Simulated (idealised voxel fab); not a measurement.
Process module in this document: voxel transistor to metal
This is section cut - it's 200 nm across, gridded in 5 nm square cells.
We lay out every cross-section as a grid of square cells and spell it out in bands from the top down, where one band means one or more rows of cells. Quick guide to a band line: top height, bottom height (nm) up front; then every material left to right with its width in nm. Only one material and it's marked "everywhere"? Then it fills the band edge to edge. And "blank" just means empty space. Ref level 0: as-received wafer is one material below here. Bottom band extends down with no lower bound ("0 down"). A two-number width, for instance "30 to 40", indicates that the width is equal to the first number in the top row of the band and to the second number in the bottom row, and that it changes by a constant amount per row of cells. Step marked "nothing different"? Then no cell in the cross-section changed in it. You'll see "Closed internal voids" listing empty spaces that have no way open to the top, as long as they're 8 cells or more; the notation is width x height at distance, where the distance is from the left edge, and all of it is in nm. Step line, after settings: the simulator's comment on this step. On any step carrying a mask, the "overlay nm" setting, if present on the step's line, tells how far right of its planned place the mask lay; negative values point to the left. Each pair below shows a cross-section before one step and the cross-section after it, down to the lowest band that changed. The line under each pair gives the step between them, with its settings. The pairs can come from different runs of this module on the same starting wafer, so a pair continues from the pair above only where its "Snapshot before" says so.

Snapshot before
- 45 to 25 = SiO2 everywhere
- 25 to 20 = SiN everywhere
- 20 to 10 = 45 nm SiO2; 5 nm TiN; 5 nm HfO2; 5 nm TiN; 75 nm SiO2; 5 nm TiN; 5 nm HfO2; 5 nm TiN; 50 nm SiO2
- 10 to 0 = 45 nm SiO2; 5 nm TiN; 5 nm HfO2; 5 nm TiN; 10 nm SiO2; 10 nm SiN; 5 nm HfO2; 5 nm TiN; 15 nm W; 5 nm TiN; 5 nm HfO2; 10 nm SiN; 10 nm SiO2; 5 nm TiN; 5 nm HfO2; 5 nm TiN; 50 nm SiO2
- 0 to -5 = 30 nm SiO2; 10 nm SiN; 5 nm SiO2; 5 nm TiN; 5 nm HfO2; 5 nm TiN; 10 nm SiGe; 10 nm SiN; 5 nm HfO2; 25 nm TiN; 5 nm HfO2; 10 nm SiN; 10 nm SiGe; 5 nm TiN; 5 nm HfO2; 5 nm TiN; 5 nm SiO2; 10 nm SiN; 35 nm SiO2
- -5 to -10 = 45 nm SiO2; 15 nm TiN; 10 nm SiGe; 5 nm SiO2; 45 nm HfO2; 5 nm SiO2; 10 nm SiGe; 15 nm TiN; 50 nm SiO2
- -10 to -20 = 40 nm SiO2; 30 nm SiGe; 55 nm Si; 30 nm SiGe; 45 nm SiO2
- -20 to -35 = 40 nm SiO2; 115 nm Si; 45 nm SiO2
- -35 down = Si everywhere
- Closed internal voids: none

Post-Process Section
- 65 to 45 = 45 nm resist; 15 nm blank; 75 nm resist; 15 nm blank; 50 nm resist
- Note: structure below 45 unchanged.
- Closed internal voids: none
The two cross-sections above bracket this step: PATTERN,tone open,mask id METAL_1,material resist,width nm 15,pitch nm 90,thk nm 20,overlay nm 0

Snapshot before: the wafer arrives at this step looking as the after cross-section in the pair just above shows it.

Post-Process Section
- 65 to 45 = 45 nm resist; 15 nm blank; 75 nm resist; 15 nm blank; 50 nm resist
- 45 to 25 = 45 nm SiO2; 15 nm blank; 75 nm SiO2; 15 nm blank; 50 nm SiO2
- Note: structure below 25 unchanged.
- Closed internal voids: none
The two cross-sections above bracket this step: DIRECTIONAL_ETCH,etch materials SiO2,depth nm 20

Snapshot before: the wafer arrives at this step looking as the after cross-section in the pair just above shows it.

Post-Process Section
- 65 to 45 = 45 nm resist; 15 nm blank; 75 nm resist; 15 nm blank; 50 nm resist
- 45 to 25 = 45 nm SiO2; 15 nm blank; 75 nm SiO2; 15 nm blank; 50 nm SiO2
- 25 to 20 = 45 nm SiN; 15 nm blank; 75 nm SiN; 15 nm blank; 50 nm SiN
- Note: structure below 20 unchanged.
- Closed internal voids: none
The two cross-sections above bracket this step: DIRECTIONAL_ETCH,etch materials SiN,depth nm 5

Snapshot before: the wafer arrives at this step looking as the after cross-section in the pair just above shows it.

Post-Process Section
- 45 to 25 = 45 nm SiO2; 15 nm blank; 75 nm SiO2; 15 nm blank; 50 nm SiO2
- Note: structure below 25 unchanged.
- Closed internal voids: none
The two cross-sections above bracket this step: STRIP,etch materials resist

Snapshot before: the wafer arrives at this step looking as the after cross-section in the pair just above shows it.

Post-Process Section
- 50 to 45 = 50 nm TiN; 5 nm blank; 85 nm TiN; 5 nm blank; 55 nm TiN
- 45 to 25 = 45 nm SiO2; 5 nm TiN; 5 nm blank; 5 nm TiN; 75 nm SiO2; 5 nm TiN; 5 nm blank; 5 nm TiN; 50 nm SiO2
- 25 to 20 = 45 nm SiN; 15 nm TiN; 75 nm SiN; 15 nm TiN; 50 nm SiN
- Note: structure below 20 unchanged.
- Closed internal voids: none
The two cross-sections above bracket this step: CONFORMAL_DEP,material TiN,thk nm 5

Snapshot before: the wafer arrives at this step looking as the after cross-section in the pair just above shows it.

Post-Process Section
- 55 to 50 = Cu everywhere
- 50 to 45 = 50 nm TiN; 5 nm Cu; 85 nm TiN; 5 nm Cu; 55 nm TiN
- 45 to 25 = 45 nm SiO2; 5 nm TiN; 5 nm Cu; 5 nm TiN; 75 nm SiO2; 5 nm TiN; 5 nm Cu; 5 nm TiN; 50 nm SiO2
- Note: structure below 25 unchanged.
- Closed internal voids: none
The two cross-sections above bracket this step: FILL_DEP,material Cu,thk nm 5

Snapshot before: the wafer arrives at this step looking as the after cross-section in the pair just above shows it.

Post-Process Section
- 45 to 25 = 45 nm SiO2; 5 nm TiN; 5 nm Cu; 5 nm TiN; 75 nm SiO2; 5 nm TiN; 5 nm Cu; 5 nm TiN; 50 nm SiO2
- Note: structure below 25 unchanged.
- Closed internal voids: none
The two cross-sections above bracket this step: CMP,height nm 45

Snapshot before: the wafer arrives at this step looking as the after cross-section in the pair just above shows it.

Post-Process Section
- 50 to 45 = SiN everywhere
- Note: structure below 45 unchanged.
- Closed internal voids: none
The two cross-sections above bracket this step: CONFORMAL_DEP,material SiN,thk nm 5

Snapshot before
- 35 to 30 = 30 nm SiCN; 135 nm blank; 35 nm SiCN
- 30 to 20 = SiCN everywhere
- 20 to 15 = 30 nm polySi; 135 nm SiCN; 35 nm polySi
- 15 to 0 = polySi everywhere
- 0 to -5 = 30 nm SiO2; 135 nm polySi; 35 nm SiO2
- -5 to -10 = SiO2 everywhere
- -10 to -35 = 40 nm SiO2; 115 nm Si; 45 nm SiO2
- -35 down = Si everywhere
- Closed internal voids: none

Post-Process Section
- 50 to 35 = 80 nm resist; 35 nm blank; 85 nm resist
- 35 to 30 = 30 nm SiCN; 50 nm resist; 35 nm blank; 50 nm resist; 35 nm SiCN
- Note: structure below 30 unchanged.
- Closed internal voids: none
The two cross-sections above bracket this step: PATTERN,tone open,mask id GATE,material resist,width nm 35,thk nm 15,overlay nm 0

Snapshot before: the wafer arrives at this step looking as the after cross-section in the pair just above shows it.

Post-Process Section
- 50 to 35 = 80 nm resist; 35 nm blank; 85 nm resist
- 35 to 30 = 30 nm SiCN; 50 nm resist; 35 nm blank; 50 nm resist; 35 nm SiCN
- 30 to 20 = 80 nm SiCN; 35 nm blank; 85 nm SiCN
- 20 to 15 = 30 nm polySi; 50 nm SiCN; 35 nm blank; 50 nm SiCN; 35 nm polySi
- Note: structure below 15 unchanged.
- Closed internal voids: none
The two cross-sections above bracket this step: DIRECTIONAL_ETCH,etch materials SiCN,depth nm 25

Snapshot before: the wafer arrives at this step looking as the after cross-section in the pair just above shows it.

Post-Process Section
- 50 to 35 = 80 nm resist; 35 nm blank; 85 nm resist
- 35 to 30 = 30 nm SiCN; 50 nm resist; 35 nm blank; 50 nm resist; 35 nm SiCN
- 30 to 20 = 80 nm SiCN; 35 nm blank; 85 nm SiCN
- 20 to 15 = 30 nm polySi; 50 nm SiCN; 35 nm blank; 50 nm SiCN; 35 nm polySi
- 15 to 0 = 80 nm polySi; 35 nm blank; 85 nm polySi
- 0 to -5 = 30 nm SiO2; 50 nm polySi; 35 nm blank; 50 nm polySi; 35 nm SiO2
- Note: structure below -5 unchanged.
- Closed internal voids: none
The two cross-sections above bracket this step: DIRECTIONAL_ETCH,etch materials polySi,depth nm 30

Snapshot before: the wafer arrives at this step looking as the after cross-section in the pair just above shows it.

Post-Process Section
- 35 to 30 = 30 nm SiCN; 135 nm blank; 35 nm SiCN
- Note: structure below 30 unchanged.
- Closed internal voids: none
The two cross-sections above bracket this step: STRIP,etch materials resist

Snapshot before: the wafer arrives at this step looking as the after cross-section in the pair just above shows it.

Post-Process Section
- 45 to 35 = 40 to 90 nm SiN; 115 to 15 nm blank; 45 to 95 nm SiN
- 35 to 30 = 30 nm SiCN; 60 nm SiN; 15 nm blank; 60 nm SiN; 35 nm SiCN
- 30 to 20 = 80 nm SiCN; 10 nm SiN; 15 nm blank; 10 nm SiN; 85 nm SiCN
- 20 to 15 = 30 nm polySi; 50 nm SiCN; 10 nm SiN; 15 nm blank; 10 nm SiN; 50 nm SiCN; 35 nm polySi
- 15 to 5 = 80 nm polySi; 10 nm SiN; 15 nm blank; 10 nm SiN; 85 nm polySi
- 5 to 0 = 80 nm polySi; 35 nm SiN; 85 nm polySi
- 0 to -5 = 30 nm SiO2; 50 nm polySi; 35 nm SiN; 50 nm polySi; 35 nm SiO2
- Note: structure below -5 unchanged.
- Closed internal voids: none
The two cross-sections above bracket this step: CONFORMAL_DEP,material SiN,thk nm 10

Snapshot before: the wafer arrives at this step looking as the after cross-section in the pair just above shows it.

Post-Process Section
- 35 to 30 = 30 nm SiCN; 10 nm SiN; 115 nm blank; 10 nm SiN; 35 nm SiCN
- 30 to 20 = 80 nm SiCN; 10 nm SiN; 15 nm blank; 10 nm SiN; 85 nm SiCN
- 20 to 15 = 30 nm polySi; 50 nm SiCN; 10 nm SiN; 15 nm blank; 10 nm SiN; 50 nm SiCN; 35 nm polySi
- 15 to 0 = 80 nm polySi; 10 nm SiN; 15 nm blank; 10 nm SiN; 85 nm polySi
- 0 to -5 = 30 nm SiO2; 50 nm polySi; 10 nm SiN; 15 nm blank; 10 nm SiN; 50 nm polySi; 35 nm SiO2
- Note: structure below -5 unchanged.
- Closed internal voids: none
The two cross-sections above bracket this step: DIRECTIONAL_ETCH,etch materials SiN,depth nm 10

Snapshot before: the wafer arrives at this step looking as the after cross-section in the pair just above shows it.

Post-Process Section
- 35 to 30 = 30 nm SiCN; 10 nm SiN; 115 nm blank; 10 nm SiN; 35 nm SiCN
- 30 to 20 = 80 nm SiCN; 10 nm SiN; 15 nm blank; 10 nm SiN; 85 nm SiCN
- 20 to 15 = 30 nm polySi; 50 nm SiCN; 10 nm SiN; 15 nm blank; 10 nm SiN; 50 nm SiCN; 35 nm polySi
- 15 to 0 = 80 nm polySi; 10 nm SiN; 15 nm blank; 10 nm SiN; 85 nm polySi
- 0 to -5 = 30 nm SiO2; 50 nm polySi; 10 nm SiN; 15 nm blank; 10 nm SiN; 50 nm polySi; 35 nm SiO2
- -5 to -10 = 90 nm SiO2; 15 nm blank; 95 nm SiO2
- Note: structure below -10 unchanged.
- Closed internal voids: none
The two cross-sections above bracket this step: DIRECTIONAL_ETCH,etch materials SiO2,depth nm 5

Snapshot before: the wafer arrives at this step looking as the after cross-section in the pair just above shows it.

Post-Process Section
- 35 to 30 = 30 nm SiCN; 10 nm SiN; 115 nm blank; 10 nm SiN; 35 nm SiCN
- 30 to 20 = 80 nm SiCN; 10 nm SiN; 15 nm blank; 10 nm SiN; 85 nm SiCN
- 20 to 15 = 30 nm polySi; 50 nm SiCN; 10 nm SiN; 15 nm blank; 10 nm SiN; 50 nm SiCN; 35 nm polySi
- 15 to 0 = 80 nm polySi; 10 nm SiN; 15 nm blank; 10 nm SiN; 85 nm polySi
- 0 to -5 = 30 nm SiO2; 50 nm polySi; 10 nm SiN; 15 nm blank; 10 nm SiN; 50 nm polySi; 35 nm SiO2
- -5 to -10 = 90 nm SiO2; 15 nm blank; 95 nm SiO2
- -10 to -20 = 40 nm SiO2; 50 nm Si; 15 nm blank; 50 nm Si; 45 nm SiO2
- Note: structure below -20 unchanged.
- Closed internal voids: none
The two cross-sections above bracket this step: DIRECTIONAL_ETCH,etch materials Si,depth nm 10

Snapshot before: the wafer arrives at this step looking as the after cross-section in the pair just above shows it.

Post-Process Section
- 35 to 30 = 30 nm SiCN; 10 nm SiN; 115 nm blank; 10 nm SiN; 35 nm SiCN
- 30 to 20 = 80 nm SiCN; 10 nm SiN; 15 nm blank; 10 nm SiN; 85 nm SiCN
- 20 to 15 = 30 nm polySi; 50 nm SiCN; 10 nm SiN; 15 nm blank; 10 nm SiN; 50 nm SiCN; 35 nm polySi
- 15 to 0 = 80 nm polySi; 10 nm SiN; 15 nm blank; 10 nm SiN; 85 nm polySi
- 0 to -5 = 30 nm SiO2; 50 nm polySi; 10 nm SiN; 15 nm SiGe; 10 nm SiN; 50 nm polySi; 35 nm SiO2
- -5 to -10 = 90 nm SiO2; 15 nm SiGe; 95 nm SiO2
- -10 to -20 = 40 nm SiO2; 50 nm Si; 15 nm SiGe; 50 nm Si; 45 nm SiO2
- Note: structure below -20 unchanged.
- Closed internal voids: none
The two cross-sections above bracket this step: EPI,material SiGe,thk nm 10

Snapshot before: the wafer arrives at this step looking as the after cross-section in the pair just above shows it.

Post-Process Section
- 40 to 35 = SiO2 everywhere
- 35 to 30 = 30 nm SiCN; 10 nm SiN; 115 nm SiO2; 10 nm SiN; 35 nm SiCN
- 30 to 20 = 80 nm SiCN; 10 nm SiN; 15 nm SiO2; 10 nm SiN; 85 nm SiCN
- 20 to 15 = 30 nm polySi; 50 nm SiCN; 10 nm SiN; 15 nm SiO2; 10 nm SiN; 50 nm SiCN; 35 nm polySi
- 15 to 0 = 80 nm polySi; 10 nm SiN; 15 nm SiO2; 10 nm SiN; 85 nm polySi
- Note: structure below 0 unchanged.
- Closed internal voids: none
The two cross-sections above bracket this step: FILL_DEP,material SiO2,thk nm 5

Snapshot before: the wafer arrives at this step looking as the after cross-section in the pair just above shows it.

Post-Process Section
- 15 to 0 = 80 nm polySi; 10 nm SiN; 15 nm SiO2; 10 nm SiN; 85 nm polySi
- Note: structure below 0 unchanged.
- Closed internal voids: none
The two cross-sections above bracket this step: CMP,height nm 15

Snapshot before: the wafer arrives at this step looking as the after cross-section in the pair just above shows it.

Post-Process Section
- 15 to 0 = 80 nm blank; 10 nm SiN; 15 nm SiO2; 10 nm SiN; 85 nm blank
- 0 to -5 = 30 nm SiO2; 50 nm blank; 10 nm SiN; 15 nm SiGe; 10 nm SiN; 50 nm blank; 35 nm SiO2
- Note: structure below -5 unchanged.
- Closed internal voids: none
The two cross-sections above bracket this step: STRIP,etch materials polySi

Snapshot before: the wafer arrives at this step looking as the after cross-section in the pair just above shows it.

Post-Process Section
- 15 to 10 = 80 nm blank; 10 nm SiN; 15 nm blank; 10 nm SiN; 85 nm blank
- 10 to 0 = 80 nm blank; 10 nm SiN; 15 nm SiO2; 10 nm SiN; 85 nm blank
- 0 to -5 = 80 nm blank; 10 nm SiN; 15 nm SiGe; 10 nm SiN; 85 nm blank
- -5 to -10 = 25 nm SiO2; 60 nm blank; 5 nm SiO2; 15 nm SiGe; 5 nm SiO2; 60 nm blank; 30 nm SiO2
- Note: structure below -10 unchanged.
- Closed internal voids: none
The two cross-sections above bracket this step: SELECTIVE_ETCH,etch materials SiO2,depth nm 5

Snapshot before: the wafer arrives at this step looking as the after cross-section in the pair just above shows it.

Post-Process Section
- 20 to 15 = 75 nm blank; 20 nm HfO2; 5 nm blank; 20 nm HfO2; 80 nm blank
- 15 to 10 = 75 nm blank; 5 nm HfO2; 10 nm SiN; 15 nm HfO2; 10 nm SiN; 5 nm HfO2; 80 nm blank
- 10 to 0 = 75 nm blank; 5 nm HfO2; 10 nm SiN; 15 nm SiO2; 10 nm SiN; 5 nm HfO2; 80 nm blank
- 0 to -5 = 30 nm HfO2; 45 nm blank; 5 nm HfO2; 10 nm SiN; 15 nm SiGe; 10 nm SiN; 5 nm HfO2; 45 nm blank; 35 nm HfO2
- -5 to -10 = 25 nm SiO2; 60 nm HfO2; 5 nm SiO2; 15 nm SiGe; 5 nm SiO2; 60 nm HfO2; 30 nm SiO2
- Note: structure below -10 unchanged.
- Closed internal voids: none
The two cross-sections above bracket this step: CONFORMAL_DEP,material HfO2,thk nm 5

Snapshot before: the wafer arrives at this step looking as the after cross-section in the pair just above shows it.

Post-Process Section
- 25 to 20 = 70 nm blank; 55 nm TiN; 75 nm blank
- 20 to 15 = 70 nm blank; 5 nm TiN; 20 nm HfO2; 5 nm TiN; 20 nm HfO2; 5 nm TiN; 75 nm blank
- 15 to 10 = 70 nm blank; 5 nm TiN; 5 nm HfO2; 10 nm SiN; 15 nm HfO2; 10 nm SiN; 5 nm HfO2; 5 nm TiN; 75 nm blank
- 10 to 5 = 70 nm blank; 5 nm TiN; 5 nm HfO2; 10 nm SiN; 15 nm SiO2; 10 nm SiN; 5 nm HfO2; 5 nm TiN; 75 nm blank
- 5 to 0 = 35 nm TiN; 35 nm blank; 5 nm TiN; 5 nm HfO2; 10 nm SiN; 15 nm SiO2; 10 nm SiN; 5 nm HfO2; 5 nm TiN; 35 nm blank; 40 nm TiN
- 0 to -5 = 30 nm HfO2; 45 nm TiN; 5 nm HfO2; 10 nm SiN; 15 nm SiGe; 10 nm SiN; 5 nm HfO2; 45 nm TiN; 35 nm HfO2
- Note: structure below -5 unchanged.
- Closed internal voids: none
The two cross-sections above bracket this step: CONFORMAL_DEP,material TiN,thk nm 5

Snapshot before: the wafer arrives at this step looking as the after cross-section in the pair just above shows it.

Post-Process Section
- 35 to 25 = W everywhere
- 25 to 20 = 70 nm W; 55 nm TiN; 75 nm W
- 20 to 15 = 70 nm W; 5 nm TiN; 20 nm HfO2; 5 nm TiN; 20 nm HfO2; 5 nm TiN; 75 nm W
- 15 to 10 = 70 nm W; 5 nm TiN; 5 nm HfO2; 10 nm SiN; 15 nm HfO2; 10 nm SiN; 5 nm HfO2; 5 nm TiN; 75 nm W
- 10 to 5 = 70 nm W; 5 nm TiN; 5 nm HfO2; 10 nm SiN; 15 nm SiO2; 10 nm SiN; 5 nm HfO2; 5 nm TiN; 75 nm W
- 5 to 0 = 35 nm TiN; 35 nm W; 5 nm TiN; 5 nm HfO2; 10 nm SiN; 15 nm SiO2; 10 nm SiN; 5 nm HfO2; 5 nm TiN; 35 nm W; 40 nm TiN
- Note: structure below 0 unchanged.
- Closed internal voids: none
The two cross-sections above bracket this step: FILL_DEP,material W,thk nm 10

Snapshot before: the wafer arrives at this step looking as the after cross-section in the pair just above shows it.

Post-Process Section
- 10 to 5 = 70 nm W; 5 nm TiN; 5 nm HfO2; 10 nm SiN; 15 nm SiO2; 10 nm SiN; 5 nm HfO2; 5 nm TiN; 75 nm W
- Note: structure below 5 unchanged.
- Closed internal voids: none
The two cross-sections above bracket this step: CMP,height nm 10

Snapshot before: the wafer arrives at this step looking as the after cross-section in the pair just above shows it.

Post-Process Section
- 20 to 10 = SiO2 everywhere
- Note: structure below 10 unchanged.
- Closed internal voids: none
The two cross-sections above bracket this step: DIRECTIONAL_DEP,material SiO2,thk nm 10

Snapshot before: the wafer arrives at this step looking as the after cross-section in the pair just above shows it.

Post-Process Section
- 20 to 10 = 45 nm SiO2; 15 nm blank; 75 nm SiO2; 15 nm blank; 50 nm SiO2
- Note: structure below 10 unchanged.
- Closed internal voids: none
The two cross-sections above bracket this step: MASKED_ETCH,tone open,mask id CONTACT,width nm 15,pitch nm 90,etch materials SiO2,depth nm 30,overlay nm 0

Snapshot before: the wafer arrives at this step looking as the after cross-section in the pair just above shows it.

Post-Process Section
- 25 to 20 = 50 nm TiN; 5 nm blank; 85 nm TiN; 5 nm blank; 55 nm TiN
- 20 to 15 = 45 nm SiO2; 5 nm TiN; 5 nm blank; 5 nm TiN; 75 nm SiO2; 5 nm TiN; 5 nm blank; 5 nm TiN; 50 nm SiO2
- 15 to 10 = 45 nm SiO2; 15 nm TiN; 75 nm SiO2; 15 nm TiN; 50 nm SiO2
- Note: structure below 10 unchanged.
- Closed internal voids: none
The two cross-sections above bracket this step: CONFORMAL_DEP,material TiN,thk nm 5

Snapshot before: the wafer arrives at this step looking as the after cross-section in the pair just above shows it.

Post-Process Section
- 35 to 25 = W everywhere
- 25 to 20 = 50 nm TiN; 5 nm W; 85 nm TiN; 5 nm W; 55 nm TiN
- 20 to 15 = 45 nm SiO2; 5 nm TiN; 5 nm W; 5 nm TiN; 75 nm SiO2; 5 nm TiN; 5 nm W; 5 nm TiN; 50 nm SiO2
- Note: structure below 15 unchanged.
- Closed internal voids: none
The two cross-sections above bracket this step: FILL_DEP,material W,thk nm 10

Snapshot before: the wafer arrives at this step looking as the after cross-section in the pair just above shows it.

Post-Process Section
- 20 to 15 = 45 nm SiO2; 5 nm TiN; 5 nm W; 5 nm TiN; 75 nm SiO2; 5 nm TiN; 5 nm W; 5 nm TiN; 50 nm SiO2
- Note: structure below 15 unchanged.
- Closed internal voids: none
The two cross-sections above bracket this step: CMP,height nm 20

Snapshot before: the wafer arrives at this step looking as the after cross-section in the pair just above shows it.

Post-Process Section
- 25 to 20 = SiN everywhere
- Note: structure below 20 unchanged.
- Closed internal voids: none
The two cross-sections above bracket this step: CONFORMAL_DEP,material SiN,thk nm 5

Snapshot before: the wafer arrives at this step looking as the after cross-section in the pair just above shows it.

Post-Process Section
- 45 to 25 = SiO2 everywhere
- Note: structure below 25 unchanged.
- Closed internal voids: none
The two cross-sections above bracket this step: DIRECTIONAL_DEP,material SiO2,thk nm 20

Snapshot before: the wafer arrives at this step looking as the after cross-section in the pair just above shows it.

Post-Process Section
- 65 to 45 = 45 nm resist; 15 nm blank; 75 nm resist; 15 nm blank; 50 nm resist
- Note: structure below 45 unchanged.
- Closed internal voids: none
The two cross-sections above bracket this step: PATTERN,tone open,mask id METAL_1,material resist,width nm 15,pitch nm 90,thk nm 20,overlay nm 0

Snapshot before: the wafer arrives at this step looking as the after cross-section in the pair just above shows it.

Post-Process Section
- 65 to 45 = 45 nm resist; 15 nm blank; 75 nm resist; 15 nm blank; 50 nm resist
- 45 to 25 = 45 nm SiO2; 15 nm blank; 75 nm SiO2; 15 nm blank; 50 nm SiO2
- Note: structure below 25 unchanged.
- Closed internal voids: none
The two cross-sections above bracket this step: DIRECTIONAL_ETCH,etch materials SiO2,depth nm 20

Snapshot before: the wafer arrives at this step looking as the after cross-section in the pair just above shows it.

Post-Process Section
- 65 to 45 = 45 nm resist; 15 nm blank; 75 nm resist; 15 nm blank; 50 nm resist
- 45 to 25 = 45 nm SiO2; 15 nm blank; 75 nm SiO2; 15 nm blank; 50 nm SiO2
- 25 to 20 = 45 nm SiN; 15 nm blank; 75 nm SiN; 15 nm blank; 50 nm SiN
- Note: structure below 20 unchanged.
- Closed internal voids: none
The two cross-sections above bracket this step: DIRECTIONAL_ETCH,etch materials SiN,depth nm 5

Snapshot before: the wafer arrives at this step looking as the after cross-section in the pair just above shows it.

Post-Process Section
- 45 to 25 = 45 nm SiO2; 15 nm blank; 75 nm SiO2; 15 nm blank; 50 nm SiO2
- Note: structure below 25 unchanged.
- Closed internal voids: none
The two cross-sections above bracket this step: STRIP,etch materials resist

Snapshot before: the wafer arrives at this step looking as the after cross-section in the pair just above shows it.

Post-Process Section
- 50 to 45 = 50 nm TiN; 5 nm blank; 85 nm TiN; 5 nm blank; 55 nm TiN
- 45 to 25 = 45 nm SiO2; 5 nm TiN; 5 nm blank; 5 nm TiN; 75 nm SiO2; 5 nm TiN; 5 nm blank; 5 nm TiN; 50 nm SiO2
- 25 to 20 = 45 nm SiN; 15 nm TiN; 75 nm SiN; 15 nm TiN; 50 nm SiN
- Note: structure below 20 unchanged.
- Closed internal voids: none
The two cross-sections above bracket this step: CONFORMAL_DEP,material TiN,thk nm 5

Snapshot before: the wafer arrives at this step looking as the after cross-section in the pair just above shows it.

Post-Process Section
- 55 to 50 = Cu everywhere
- 50 to 45 = 50 nm TiN; 5 nm Cu; 85 nm TiN; 5 nm Cu; 55 nm TiN
- 45 to 25 = 45 nm SiO2; 5 nm TiN; 5 nm Cu; 5 nm TiN; 75 nm SiO2; 5 nm TiN; 5 nm Cu; 5 nm TiN; 50 nm SiO2
- Note: structure below 25 unchanged.
- Closed internal voids: none
The two cross-sections above bracket this step: FILL_DEP,material Cu,thk nm 5

Snapshot before: the wafer arrives at this step looking as the after cross-section in the pair just above shows it.

Post-Process Section
- 45 to 25 = 45 nm SiO2; 5 nm TiN; 5 nm Cu; 5 nm TiN; 75 nm SiO2; 5 nm TiN; 5 nm Cu; 5 nm TiN; 50 nm SiO2
- Note: structure below 25 unchanged.
- Closed internal voids: none
The two cross-sections above bracket this step: CMP,height nm 45

Snapshot before: the wafer arrives at this step looking as the after cross-section in the pair just above shows it.

Post-Process Section
- 50 to 45 = SiN everywhere
- Note: structure below 45 unchanged.
- Closed internal voids: none
The two cross-sections above bracket this step: CONFORMAL_DEP,material SiN,thk nm 5
